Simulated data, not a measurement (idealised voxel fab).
process module | voxel double patterning
cross-section cut | 170 nm wide | cells 5 nm
A cross-section is a grid of square cells, given in bands from the top down. A band is one or more rows of cells.
Each band's line starts with the height of the band's top and of its bottom, in nm. Then come its materials from left to right, each with its width in nm. One material with "throughout" fills the band from edge to edge. "air" is empty space.
Height 0 is the level under which the wafer as received is all one material. The lowest band goes on downwards, as in "0 down".
A width such as "30 to 40" changes by the same amount from each row of cells to the next, from the band's top row to its bottom row.
"no change" after a step means that no cell of the cross-section changed.
closed voids: empty space of 8 cells or more with no open way to the top, each as width x height at its distance from the left edge, in nm
after a step's settings: what the simulator itself notes on the step
overlay nm, on a step with a mask: how far to the right of its planned place the mask lay; to the left if negative
plan
1 op RECEIVE | material Si
2 op CONFORMAL_DEP | material SiN | thk nm 10
3 op DIRECTIONAL_DEP | material SiO2 | thk nm 15
4 op DIRECTIONAL_DEP | material SiCN | thk nm 5
5 op PATTERN | tone open | mask id FIRST | material resist | width nm 15 | pitch nm 50 | thk nm 15 | overlay nm 0
6 op DIRECTIONAL_ETCH | etch materials SiCN | depth nm 5
7 op STRIP | etch materials resist
8 op DIRECTIONAL_DEP | material aC | thk nm 10
9 op PATTERN | tone open | mask id SECOND | material resist | width nm 15 | thk nm 30 | overlay nm 0
10 op DIRECTIONAL_ETCH | etch materials aC | depth nm 5
11 op STRIP | etch materials resist
12 op DIRECTIONAL_ETCH | etch materials SiCN | depth nm 5
13 op STRIP | etch materials aC
14 op DIRECTIONAL_ETCH | etch materials SiO2 | depth nm 15
15 op STRIP | etch materials SiCN
varied across the wafers: depth nm of step 10. The plan shows the first wafer's value. All wafers start alike
first wafer as received, after step 1
  0 down: Si throughout
  closed voids: none
first wafer at the end, after step 15
  25 to 10: SiO2 50 | air 15 | SiO2 35 | air 15 | SiO2 55
  10 to 0: SiN throughout
  0 down: Si throughout
  closed voids: none
last wafer at the end
  25 to 10: SiO2 50 | air 15 | SiO2 10 | air 15 | SiO2 10 | air 15 | SiO2 55
  10 to 0: SiN throughout
  0 down: Si throughout
  closed voids: none
each wafer at the end: cells of each material gained (+) or lost (-) since it was received, then its closed voids
depth nm 5 | +68 SiN | +84 SiO2 | closed voids: none
depth nm 10 | +68 SiN | +75 SiO2 | closed voids: none
depth nm 15 | +68 SiN | +75 SiO2 | closed voids: none
depth nm 20 | +68 SiN | +75 SiO2 | closed voids: none
depth nm 25 | +68 SiN | +75 SiO2 | closed voids: none
